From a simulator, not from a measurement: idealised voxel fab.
The following is a process module called voxel transistor to metal.
Each square cell in cross-section cut measures 5 nm, and the section as a whole is 200 nm wide.
This document writes a cross-section as a grid whose cells are square, and gives it as bands, listed from the top down; one or more rows of cells form a band. In this notation a band is specified by the heights of its top and bottom, in that order and in nm, after which its materials appear from left to right, each paired with its width in nm. The word "throughout" attached to a single material means that material fills the band from edge to edge; the word "air" stands for empty space. Measure heights from 0. That's the level where, below it, the as-received wafer is all one material. The lowest band is bottomless and extends downward; write it as in "from 0 down". The expression "30->40" gives the width at the extremes of the band, the first number at its top row of cells and the second at its bottom row, with the width changing by equal amounts from each row to the next in between. Key: "no modification" - step with no changed cell in the cross-section. Entry "Closed void entries". Content: empty spaces with no open connection to the top, size 8 cells or greater. Each: width x height at distance. Distance: from left edge. Unit: nm. Post-settings text on a step line: simulator's own remark regarding the step. "overlay nm" answers the question of how far to the right of plan the mask lay on a step that has a mask, and when it is negative the answer is to the left.

## Set out below are the planned steps of the process
- 1: op RECEIVE | material Si
- 2: op OXIDIZE | depth nm 5
- 3: op CONFORMAL_DEP | material SiN | thk nm 10
- 4: op DIRECTIONAL_DEP | material aC | thk nm 10
- 5: op PATTERN | tone cover | mask id ACTIVE | material resist | width nm 115 | thk nm 30 | overlay nm 0
- 6: op DIRECTIONAL_ETCH | etch materials aC | depth nm 10
- 7: op STRIP | etch materials resist
- 8: op DIRECTIONAL_ETCH | etch materials SiN | depth nm 10
- 9: op DIRECTIONAL_ETCH | etch materials SiO2 | depth nm 5
- 10: op DIRECTIONAL_ETCH | etch materials Si | depth nm 20
- 11: op STRIP | etch materials aC
- 12: op OXIDIZE | depth nm 5
- 13: op FILL_DEP | material SiO2 | thk nm 5
- 14: op CMP | height nm 10
- 15: op SELECTIVE_ETCH | etch materials SiO2 | depth nm 5
- 16: op STRIP | etch materials SiN
- 17: op SELECTIVE_ETCH | etch materials SiO2 | depth nm 5
- 18: op OXIDIZE | depth nm 5
- 19: op DIRECTIONAL_DEP | material polySi | thk nm 25
- 20: op DIRECTIONAL_DEP | material SiCN | thk nm 15
- 21: op PATTERN | tone cover | mask id GATE | material resist | width nm 35 | thk nm 15 | overlay nm 0
- 22: op DIRECTIONAL_ETCH | etch materials SiCN | depth nm 25
- 23: op DIRECTIONAL_ETCH | etch materials polySi | depth nm 35
- 24: op STRIP | etch materials resist
- 25: op CONFORMAL_DEP | material SiN | thk nm 5
- 26: op DIRECTIONAL_ETCH | etch materials SiN | depth nm 5
- 27: op DIRECTIONAL_ETCH | etch materials SiO2 | depth nm 5
- 28: op DIRECTIONAL_ETCH | etch materials Si | depth nm 10
- 29: op EPI | material pSi | thk nm 15
- 30: op FILL_DEP | material SiO2 | thk nm 10
- 31: op CMP | height nm 20
- 32: op STRIP | etch materials polySi
- 33: op SELECTIVE_ETCH | etch materials SiO2 | depth nm 5
- 34: op CONFORMAL_DEP | material HfO2 | thk nm 5
- 35: op CONFORMAL_DEP | material TiN | thk nm 5
- 36: op FILL_DEP | material W | thk nm 10
- 37: op CMP | height nm 15
- 38: op DIRECTIONAL_DEP | material SiO2 | thk nm 10
- 39: op MASKED_ETCH | tone open | mask id CONTACT | width nm 15 | pitch nm 80 | etch materials SiO2 | depth nm 30 | overlay nm 0
- 40: op CONFORMAL_DEP | material TiN | thk nm 5
- 41: op FILL_DEP | material Ru | thk nm 10
- 42: op CMP | height nm 25
- 43: op CONFORMAL_DEP | material SiN | thk nm 5
- 44: op DIRECTIONAL_DEP | material SiO2 | thk nm 20
- 45: op MASKED_ETCH | tone open | mask id METAL_1 | width nm 15 | pitch nm 80 | etch materials SiO2 | depth nm 20 | overlay nm 0
- 46: op MASKED_ETCH | tone open | mask id METAL_1 | width nm 15 | pitch nm 80 | etch materials SiN | depth nm 5 | overlay nm 0
- 47: op CONFORMAL_DEP | material TiN | thk nm 5
- 48: op FILL_DEP | material Cu | thk nm 5
- 49: op CMP | height nm 50
- 50: op EPI | material Ru | thk nm 5
- 51: op FILL_DEP | material SiCN | thk nm 5

## First of two wafers, with the run carried out as planned

## Cross-section: wafer on arrival = after step 1
> from 0 down  Si throughout
> Closed void entries: none

## The wafer in cross-section once step 2 is complete
> from 0 to -5  SiO2 throughout
> Note: structure below -5 unchanged.

## The wafer in cross-section once step 3 is complete
> from 10 to 0  SiN throughout
> Note: structure below 0 unchanged.

## The wafer in cross-section once step 4 is complete
> from 20 to 10  aC throughout
> Note: structure below 10 unchanged.

## The wafer in cross-section once step 5 is complete
> from 50 to 20  air=40  resist=115  air=45
> Note: structure below 20 unchanged.

## The wafer in cross-section once step 6 is complete
> from 40 to 20  air=40  resist=115  air=45
> from 20 to 10  air=40  aC=115  air=45
> Note: structure below 10 unchanged.

## The wafer in cross-section once step 7 is complete
> from 20 to 10  air=40  aC=115  air=45
> Note: structure below 10 unchanged.

## The wafer in cross-section once step 8 is complete
> from 20 to 10  air=40  aC=115  air=45
> from 10 to 0  air=40  SiN=115  air=45
> Note: structure below 0 unchanged.

## The wafer in cross-section once step 9 is complete
> from 20 to 10  air=40  aC=115  air=45
> from 10 to 0  air=40  SiN=115  air=45
> from 0 to -5  air=40  SiO2=115  air=45
> Note: structure below -5 unchanged.

## The wafer in cross-section once step 10 is complete
> from 20 to 10  air=40  aC=115  air=45
> from 10 to 0  air=40  SiN=115  air=45
> from 0 to -5  air=40  SiO2=115  air=45
> from -5 to -25  air=40  Si=115  air=45
> Note: structure below -25 unchanged.

## The wafer in cross-section once step 11 is complete
> from 10 to 0  air=40  SiN=115  air=45
> Note: structure below 0 unchanged.

## The wafer in cross-section once step 12 is complete
> from 10 to 0  air=40  SiN=115  air=45
> from 0 to -5  air=40  SiO2=115  air=45
> from -5 to -25  air=40  SiO2=5  Si=105  SiO2=5  air=45
> from -25 to -30  SiO2=45  Si=105  SiO2=50
> Note: structure below -30 unchanged.

## The wafer in cross-section once step 13 is complete
> from 15 to 10  SiO2 throughout
> from 10 to 0  SiO2=40  SiN=115  SiO2=45
> from 0 to -5  SiO2 throughout
> from -5 to -30  SiO2=45  Si=105  SiO2=50
> Note: structure below -30 unchanged.

## The wafer in cross-section once step 14 is complete
> from 10 to 0  SiO2=40  SiN=115  SiO2=45
> Note: structure below 0 unchanged.

## The wafer in cross-section once step 15 is complete
> from 10 to 5  air=40  SiN=115  air=45
> Note: structure below 5 unchanged.

## The wafer in cross-section once step 16 is complete
> from 5 to 0  SiO2=40  air=115  SiO2=45
> Note: structure below 0 unchanged.

## The wafer in cross-section once step 17 is complete
> from 0 to -5  SiO2=35  air=125  SiO2=40
> Note: structure below -5 unchanged.

## The wafer in cross-section once step 18 is complete
> from 0 to -5  SiO2=35  air=125  SiO2=40
> from -5 to -10  SiO2 throughout
> Note: structure below -10 unchanged.

## The wafer in cross-section once step 19 is complete
> from 25 to 20  polySi=35  air=125  polySi=40
> from 20 to 0  polySi throughout
> from 0 to -5  SiO2=35  polySi=125  SiO2=40
> Note: structure below -5 unchanged.

## The wafer in cross-section once step 20 is complete
> from 40 to 35  SiCN=35  air=125  SiCN=40
> from 35 to 25  SiCN throughout
> from 25 to 20  polySi=35  SiCN=125  polySi=40
> Note: structure below 20 unchanged.

## The wafer in cross-section once step 21 is complete
> from 55 to 40  air=80  resist=35  air=85
> from 40 to 35  SiCN=35  air=45  resist=35  air=45  SiCN=40
> Note: structure below 35 unchanged.

## The wafer in cross-section once step 22 is complete
> from 55 to 35  air=80  resist=35  air=85
> from 35 to 25  air=80  SiCN=35  air=85
> from 25 to 20  polySi=35  air=45  SiCN=35  air=45  polySi=40
> Note: structure below 20 unchanged.

## The wafer in cross-section once step 23 is complete
> from 55 to 35  air=80  resist=35  air=85
> from 35 to 20  air=80  SiCN=35  air=85
> from 20 to 0  air=80  polySi=35  air=85
> from 0 to -5  SiO2=35  air=45  polySi=35  air=45  SiO2=40
> Note: structure below -5 unchanged.

## The wafer in cross-section once step 24 is complete
> from 35 to 20  air=80  SiCN=35  air=85
> Note: structure below 20 unchanged.

## The wafer in cross-section once step 25 is complete
> from 40 to 35  air=75  SiN=45  air=80
> from 35 to 20  air=75  SiN=5  SiCN=35  SiN=5  air=80
> from 20 to 5  air=75  SiN=5  polySi=35  SiN=5  air=80
> from 5 to 0  SiN=40  air=35  SiN=5  polySi=35  SiN=5  air=35  SiN=45
> from 0 to -5  SiO2=35  SiN=45  polySi=35  SiN=45  SiO2=40
> Note: structure below -5 unchanged.

## The wafer in cross-section once step 26 is complete
> from 35 to 20  air=75  SiN=5  SiCN=35  SiN=5  air=80
> from 20 to 0  air=75  SiN=5  polySi=35  SiN=5  air=80
> from 0 to -5  SiO2=35  SiN=5  air=35  SiN=5  polySi=35  SiN=5  air=35  SiN=5  SiO2=40
> Note: structure below -5 unchanged.

## The wafer in cross-section once step 27 is complete
> from 35 to 20  air=75  SiN=5  SiCN=35  SiN=5  air=80
> from 20 to 0  air=75  SiN=5  polySi=35  SiN=5  air=80
> from 0 to -5  air=35  SiN=5  air=35  SiN=5  polySi=35  SiN=5  air=35  SiN=5  air=40
> from -5 to -10  SiO2=40  air=35  SiO2=45  air=35  SiO2=45
> Note: structure below -10 unchanged.

## The wafer in cross-section once step 28 is complete
> from 35 to 20  air=75  SiN=5  SiCN=35  SiN=5  air=80
> from 20 to 0  air=75  SiN=5  polySi=35  SiN=5  air=80
> from 0 to -5  air=35  SiN=5  air=35  SiN=5  polySi=35  SiN=5  air=35  SiN=5  air=40
> from -5 to -10  SiO2=40  air=35  SiO2=45  air=35  SiO2=45
> from -10 to -20  SiO2=45  air=30  Si=45  air=30  SiO2=50
> Note: structure below -20 unchanged.

## The wafer in cross-section once step 29 is complete
> from 35 to 20  air=75  SiN=5  SiCN=35  SiN=5  air=80
> from 20 to 5  air=75  SiN=5  polySi=35  SiN=5  air=80
> from 5 to 0  air=60  pSi=15  SiN=5  polySi=35  SiN=5  pSi=15  air=65
> from 0 to -5  air=35  SiN=5  air=20  pSi=15  SiN=5  polySi=35  SiN=5  pSi=15  air=20  SiN=5  air=40
> from -5 to -10  SiO2=40  pSi=35  SiO2=45  pSi=35  SiO2=45
> from -10 to -20  SiO2=45  pSi=30  Si=45  pSi=30  SiO2=50
> Note: structure below -20 unchanged.

## The wafer in cross-section once step 30 is complete
> from 45 to 35  SiO2 throughout
> from 35 to 20  SiO2=75  SiN=5  SiCN=35  SiN=5  SiO2=80
> from 20 to 5  SiO2=75  SiN=5  polySi=35  SiN=5  SiO2=80
> from 5 to 0  SiO2=60  pSi=15  SiN=5  polySi=35  SiN=5  pSi=15  SiO2=65
> from 0 to -5  SiO2=35  SiN=5  SiO2=20  pSi=15  SiN=5  polySi=35  SiN=5  pSi=15  SiO2=20  SiN=5  SiO2=40
> Note: structure below -5 unchanged.

## The wafer in cross-section once step 31 is complete
> from 20 to 5  SiO2=75  SiN=5  polySi=35  SiN=5  SiO2=80
> Note: structure below 5 unchanged.

## The wafer in cross-section once step 32 is complete
> from 20 to 5  SiO2=75  SiN=5  air=35  SiN=5  SiO2=80
> from 5 to 0  SiO2=60  pSi=15  SiN=5  air=35  SiN=5  pSi=15  SiO2=65
> from 0 to -5  SiO2=35  SiN=5  SiO2=20  pSi=15  SiN=5  air=35  SiN=5  pSi=15  SiO2=20  SiN=5  SiO2=40
> Note: structure below -5 unchanged.

## The wafer in cross-section once step 33 is complete
> from 20 to 15  air=75  SiN=5  air=35  SiN=5  air=80
> from 15 to 5  SiO2=75  SiN=5  air=35  SiN=5  SiO2=80
> from 5 to 0  SiO2=60  pSi=15  SiN=5  air=35  SiN=5  pSi=15  SiO2=65
> from 0 to -5  SiO2=35  SiN=5  SiO2=20  pSi=15  SiN=5  air=35  SiN=5  pSi=15  SiO2=20  SiN=5  SiO2=40
> from -5 to -10  SiO2=40  pSi=35  air=45  pSi=35  SiO2=45
> Note: structure below -10 unchanged.

## The wafer in cross-section once step 34 is complete
> from 25 to 20  air=70  HfO2=15  air=25  HfO2=15  air=75
> from 20 to 15  HfO2=75  SiN=5  HfO2=5  air=25  HfO2=5  SiN=5  HfO2=80
> from 15 to 5  SiO2=75  SiN=5  HfO2=5  air=25  HfO2=5  SiN=5  SiO2=80
> from 5 to 0  SiO2=60  pSi=15  SiN=5  HfO2=5  air=25  HfO2=5  SiN=5  pSi=15  SiO2=65
> from 0 to -5  SiO2=35  SiN=5  SiO2=20  pSi=15  SiN=5  HfO2=5  air=25  HfO2=5  SiN=5  pSi=15  SiO2=20  SiN=5  SiO2=40
> from -5 to -10  SiO2=40  pSi=35  HfO2=45  pSi=35  SiO2=45
> Note: structure below -10 unchanged.

## The wafer in cross-section once step 35 is complete
> from 30 to 25  air=65  TiN=25  air=15  TiN=25  air=70
> from 25 to 20  TiN=70  HfO2=15  TiN=5  air=15  TiN=5  HfO2=15  TiN=75
> from 20 to 15  HfO2=75  SiN=5  HfO2=5  TiN=5  air=15  TiN=5  HfO2=5  SiN=5  HfO2=80
> from 15 to 5  SiO2=75  SiN=5  HfO2=5  TiN=5  air=15  TiN=5  HfO2=5  SiN=5  SiO2=80
> from 5 to 0  SiO2=60  pSi=15  SiN=5  HfO2=5  TiN=5  air=15  TiN=5  HfO2=5  SiN=5  pSi=15  SiO2=65
> from 0 to -5  SiO2=35  SiN=5  SiO2=20  pSi=15  SiN=5  HfO2=5  TiN=25  HfO2=5  SiN=5  pSi=15  SiO2=20  SiN=5  SiO2=40
> Note: structure below -5 unchanged.

## The wafer in cross-section once step 36 is complete
> from 40 to 30  W throughout
> from 30 to 25  W=65  TiN=25  W=15  TiN=25  W=70
> from 25 to 20  TiN=70  HfO2=15  TiN=5  W=15  TiN=5  HfO2=15  TiN=75
> from 20 to 15  HfO2=75  SiN=5  HfO2=5  TiN=5  W=15  TiN=5  HfO2=5  SiN=5  HfO2=80
> from 15 to 5  SiO2=75  SiN=5  HfO2=5  TiN=5  W=15  TiN=5  HfO2=5  SiN=5  SiO2=80
> from 5 to 0  SiO2=60  pSi=15  SiN=5  HfO2=5  TiN=5  W=15  TiN=5  HfO2=5  SiN=5  pSi=15  SiO2=65
> Note: structure below 0 unchanged.

## The wafer in cross-section once step 37 is complete
> from 15 to 5  SiO2=75  SiN=5  HfO2=5  TiN=5  W=15  TiN=5  HfO2=5  SiN=5  SiO2=80
> Note: structure below 5 unchanged.

## The wafer in cross-section once step 38 is complete
> from 25 to 15  SiO2 throughout
> Note: structure below 15 unchanged.

## The wafer in cross-section once step 39 is complete
> from 25 to 15  SiO2=50  air=15  SiO2=65  air=15  SiO2=55
> from 15 to 5  SiO2=50  air=15  SiO2=10  SiN=5  HfO2=5  TiN=5  W=15  TiN=5  HfO2=5  SiN=5  SiO2=10  air=15  SiO2=55
> from 5 to 0  SiO2=50  air=10  pSi=15  SiN=5  HfO2=5  TiN=5  W=15  TiN=5  HfO2=5  SiN=5  pSi=15  air=10  SiO2=55
> from 0 to -5  SiO2=35  SiN=5  SiO2=10  air=10  pSi=15  SiN=5  HfO2=5  TiN=25  HfO2=5  SiN=5  pSi=15  air=10  SiO2=10  SiN=5  SiO2=40
> Note: structure below -5 unchanged.

## The wafer in cross-section once step 40 is complete
> from 30 to 25  TiN=55  air=5  TiN=75  air=5  TiN=60
> from 25 to 15  SiO2=50  TiN=5  air=5  TiN=5  SiO2=65  TiN=5  air=5  TiN=5  SiO2=55
> from 15 to 10  SiO2=50  TiN=5  air=5  TiN=5  SiO2=10  SiN=5  HfO2=5  TiN=5  W=15  TiN=5  HfO2=5  SiN=5  SiO2=10  TiN=5  air=5  TiN=5  SiO2=55
> from 10 to 5  SiO2=50  TiN=15  SiO2=10  SiN=5  HfO2=5  TiN=5  W=15  TiN=5  HfO2=5  SiN=5  SiO2=10  TiN=15  SiO2=55
> from 5 to 0  SiO2=50  TiN=10  pSi=15  SiN=5  HfO2=5  TiN=5  W=15  TiN=5  HfO2=5  SiN=5  pSi=15  TiN=10  SiO2=55
> from 0 to -5  SiO2=35  SiN=5  SiO2=10  TiN=10  pSi=15  SiN=5  HfO2=5  TiN=25  HfO2=5  SiN=5  pSi=15  TiN=10  SiO2=10  SiN=5  SiO2=40
> Note: structure below -5 unchanged.

## The wafer in cross-section once step 41 is complete
> from 40 to 30  Ru throughout
> from 30 to 25  TiN=55  Ru=5  TiN=75  Ru=5  TiN=60
> from 25 to 15  SiO2=50  TiN=5  Ru=5  TiN=5  SiO2=65  TiN=5  Ru=5  TiN=5  SiO2=55
> from 15 to 10  SiO2=50  TiN=5  Ru=5  TiN=5  SiO2=10  SiN=5  HfO2=5  TiN=5  W=15  TiN=5  HfO2=5  SiN=5  SiO2=10  TiN=5  Ru=5  TiN=5  SiO2=55
> Note: structure below 10 unchanged.

## The wafer in cross-section once step 42 is complete
> from 25 to 15  SiO2=50  TiN=5  Ru=5  TiN=5  SiO2=65  TiN=5  Ru=5  TiN=5  SiO2=55
> Note: structure below 15 unchanged.

## The wafer in cross-section once step 43 is complete
> from 30 to 25  SiN throughout
> Note: structure below 25 unchanged.

## The wafer in cross-section once step 44 is complete
> from 50 to 30  SiO2 throughout
> Note: structure below 30 unchanged.

## The wafer in cross-section once step 45 is complete
> from 50 to 30  SiO2=50  air=15  SiO2=65  air=15  SiO2=55
> Note: structure below 30 unchanged.

## The wafer in cross-section once step 46 is complete
> from 50 to 30  SiO2=50  air=15  SiO2=65  air=15  SiO2=55
> from 30 to 25  SiN=50  air=15  SiN=65  air=15  SiN=55
> Note: structure below 25 unchanged.

## The wafer in cross-section once step 47 is complete
> from 55 to 50  TiN=55  air=5  TiN=75  air=5  TiN=60
> from 50 to 30  SiO2=50  TiN=5  air=5  TiN=5  SiO2=65  TiN=5  air=5  TiN=5  SiO2=55
> from 30 to 25  SiN=50  TiN=15  SiN=65  TiN=15  SiN=55
> Note: structure below 25 unchanged.

## The wafer in cross-section once step 48 is complete
> from 60 to 55  Cu throughout
> from 55 to 50  TiN=55  Cu=5  TiN=75  Cu=5  TiN=60
> from 50 to 30  SiO2=50  TiN=5  Cu=5  TiN=5  SiO2=65  TiN=5  Cu=5  TiN=5  SiO2=55
> Note: structure below 30 unchanged.

## The wafer in cross-section once step 49 is complete
> from 50 to 30  SiO2=50  TiN=5  Cu=5  TiN=5  SiO2=65  TiN=5  Cu=5  TiN=5  SiO2=55
> Note: structure below 30 unchanged.

## The wafer in cross-section once step 50 is complete
> from 55 to 50  air=45  Ru=25  air=55  Ru=25  air=50
> Note: structure below 50 unchanged.

## The wafer in cross-section once step 51 is complete
> from 60 to 55  SiCN throughout
> from 55 to 50  SiCN=45  Ru=25  SiCN=55  Ru=25  SiCN=50
> Note: structure below 50 unchanged.

## Second wafer: same start and same plan as the first, one execution error; identical to the first through step 38

## Second wafer: cross-section at the scheduled end of step 39
> from 25 to 15  air=50  SiO2=15  air=65  SiO2=15  air=55
> from 15 to 5  air=50  SiO2=15  air=10  SiN=5  HfO2=5  TiN=5  W=15  TiN=5  HfO2=5  SiN=5  air=10  SiO2=15  air=55
> from 5 to 0  air=50  SiO2=10  pSi=15  SiN=5  HfO2=5  TiN=5  W=15  TiN=5  HfO2=5  SiN=5  pSi=15  SiO2=10  air=55
> from 0 to -5  air=35  SiN=5  air=10  SiO2=10  pSi=15  SiN=5  HfO2=5  TiN=25  HfO2=5  SiN=5  pSi=15  SiO2=10  air=10  SiN=5  air=40
> Note: structure below -5 unchanged.

## Second wafer: cross-section at the scheduled end of step 40
> from 30 to 25  air=45  TiN=25  air=55  TiN=25  air=50
> from 25 to 20  air=45  TiN=5  SiO2=15  TiN=5  air=55  TiN=5  SiO2=15  TiN=5  air=50
> from 20 to 15  air=45  TiN=5  SiO2=15  TiN=65  SiO2=15  TiN=5  air=50
> from 15 to 5  air=45  TiN=5  SiO2=15  TiN=10  SiN=5  HfO2=5  TiN=5  W=15  TiN=5  HfO2=5  SiN=5  TiN=10  SiO2=15  TiN=5  air=50
> from 5 to 0  air=30  TiN=20  SiO2=10  pSi=15  SiN=5  HfO2=5  TiN=5  W=15  TiN=5  HfO2=5  SiN=5  pSi=15  SiO2=10  TiN=20  air=35
> from 0 to -5  TiN=35  SiN=5  TiN=10  SiO2=10  pSi=15  SiN=5  HfO2=5  TiN=25  HfO2=5  SiN=5  pSi=15  SiO2=10  TiN=10  SiN=5  TiN=40
> Note: structure below -5 unchanged.

## Second wafer: cross-section at the scheduled end of step 41
> from 40 to 30  Ru throughout
> from 30 to 25  Ru=45  TiN=25  Ru=55  TiN=25  Ru=50
> from 25 to 20  Ru=45  TiN=5  SiO2=15  TiN=5  Ru=55  TiN=5  SiO2=15  TiN=5  Ru=50
> from 20 to 15  Ru=45  TiN=5  SiO2=15  TiN=65  SiO2=15  TiN=5  Ru=50
> from 15 to 5  Ru=45  TiN=5  SiO2=15  TiN=10  SiN=5  HfO2=5  TiN=5  W=15  TiN=5  HfO2=5  SiN=5  TiN=10  SiO2=15  TiN=5  Ru=50
> from 5 to 0  Ru=30  TiN=20  SiO2=10  pSi=15  SiN=5  HfO2=5  TiN=5  W=15  TiN=5  HfO2=5  SiN=5  pSi=15  SiO2=10  TiN=20  Ru=35
> Note: structure below 0 unchanged.

## Second wafer: cross-section at the scheduled end of step 42
> from 25 to 20  Ru=45  TiN=5  SiO2=15  TiN=5  Ru=55  TiN=5  SiO2=15  TiN=5  Ru=50
> Note: structure below 20 unchanged.

## Second wafer: cross-section at the scheduled end of step 43
> from 30 to 25  SiN throughout
> Note: structure below 25 unchanged.

## Second wafer: cross-section at the scheduled end of step 44
> from 50 to 30  SiO2 throughout
> Note: structure below 30 unchanged.

## Second wafer: cross-section at the scheduled end of step 45
> from 50 to 30  SiO2=50  air=15  SiO2=65  air=15  SiO2=55
> Note: structure below 30 unchanged.

## Second wafer: cross-section at the scheduled end of step 46
> from 50 to 30  SiO2=50  air=15  SiO2=65  air=15  SiO2=55
> from 30 to 25  SiN=50  air=15  SiN=65  air=15  SiN=55
> Note: structure below 25 unchanged.

## Second wafer: cross-section at the scheduled end of step 47
> from 55 to 50  TiN=55  air=5  TiN=75  air=5  TiN=60
> from 50 to 30  SiO2=50  TiN=5  air=5  TiN=5  SiO2=65  TiN=5  air=5  TiN=5  SiO2=55
> from 30 to 25  SiN=50  TiN=15  SiN=65  TiN=15  SiN=55
> Note: structure below 25 unchanged.

## Second wafer: cross-section at the scheduled end of step 48
> from 60 to 55  Cu throughout
> from 55 to 50  TiN=55  Cu=5  TiN=75  Cu=5  TiN=60
> from 50 to 30  SiO2=50  TiN=5  Cu=5  TiN=5  SiO2=65  TiN=5  Cu=5  TiN=5  SiO2=55
> Note: structure below 30 unchanged.

## Second wafer: cross-section at the scheduled end of step 49
> from 50 to 30  SiO2=50  TiN=5  Cu=5  TiN=5  SiO2=65  TiN=5  Cu=5  TiN=5  SiO2=55
> Note: structure below 30 unchanged.

## Second wafer: cross-section at the scheduled end of step 50
> from 55 to 50  air=45  Ru=25  air=55  Ru=25  air=50
> Note: structure below 50 unchanged.

## Second wafer: cross-section at the scheduled end of step 51
> from 60 to 55  SiCN throughout
> from 55 to 50  SiCN=45  Ru=25  SiCN=55  Ru=25  SiCN=50
> Note: structure below 50 unchanged.
Against the plan, the run slipped here: step 39 did not happen as planned, as run it was op MASKED_ETCH | tone cover | mask id CONTACT | width nm 15 | pitch nm 80 | etch materials SiO2 | depth nm 30 | overlay nm 0
It is noted that, at the conclusion of processing, the second wafer exhibits a higher or lower cell count for certain materials relative to the first: +94 Ru | -126 SiO2 | +32 TiN
